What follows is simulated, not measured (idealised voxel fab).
The document below concerns the process module designated voxel spacer lines.
Displayed cross-section: cut, width of 225 nm, square cells sized 5 nm.
Cross-section layout: square cells on a grid; listed as bands, top to bottom; a band spans one or more cell rows. A band entry consists of two parts. The first gives the height of the band's top and the height of its bottom, in nm. The rest lists the band's materials from left to right, each with its width in nm. A single material labelled with the word "edge to edge" fills the band from edge to edge, and the word "empty" marks empty space. The reference from which all heights are counted is 0, the level beneath which the as-received wafer is entirely one material; the lowest band, having no lower bound, proceeds downward and is written after the example "0 nm and below". A width such as "30 to 40" changes by the same amount from each row of cells to the next, from the band's top row to its bottom row. It should be understood that the words "nothing changed", when stated for a given step, signify that the cross-section underwent no change in any of its cells during that step. Listed in "Internal closed voids": every empty space of 8 or more cells without an open way to the top. Form: width x height at distance, the distance being from the left edge, all in nm. Read whatever lies past the settings on a step's line as the simulator's own remark about the step. A step's line can hold "overlay nm"; with a mask on that step, the setting says how far right of the planned place the mask lay, while a negative setting says it lay to the left.
### Planned process steps
1. RECEIVE,material Si
2. CONFORMAL_DEP,material Al2O3,thk nm 10
3. DIRECTIONAL_DEP,material polySi,thk nm 10
4. DIRECTIONAL_DEP,material aC,thk nm 25
5. PATTERN,tone cover,mask id MANDREL,material resist,width nm 25,pitch nm 70,thk nm 30,overlay nm 0
6. DIRECTIONAL_ETCH,etch materials aC,depth nm 25
7. STRIP,etch materials resist
8. CONFORMAL_DEP,material SiO2,thk nm 10
9. DIRECTIONAL_ETCH,etch materials SiO2,depth nm 10
10. STRIP,etch materials aC
11. DIRECTIONAL_ETCH,etch materials polySi,depth nm 10
12. STRIP,etch materials SiO2
### Wafer as received: cross-section following step 1
	0 nm and below | Si edge to edge
	Internal closed voids: none
### Cross-sectional result after module completion. Note: starting condition and plan are unchanged from above; one processing mistake was made
	10 nm to 0 nm | empty 55, then polySi 10, then empty 25, then polySi 10, then empty 25, then polySi 10, then empty 25, then polySi 10, then empty 55
	0 nm and below | Si edge to edge
	Internal closed voids: none
What went wrong in running the wafer? not run: step 2 of the plan (skipped)
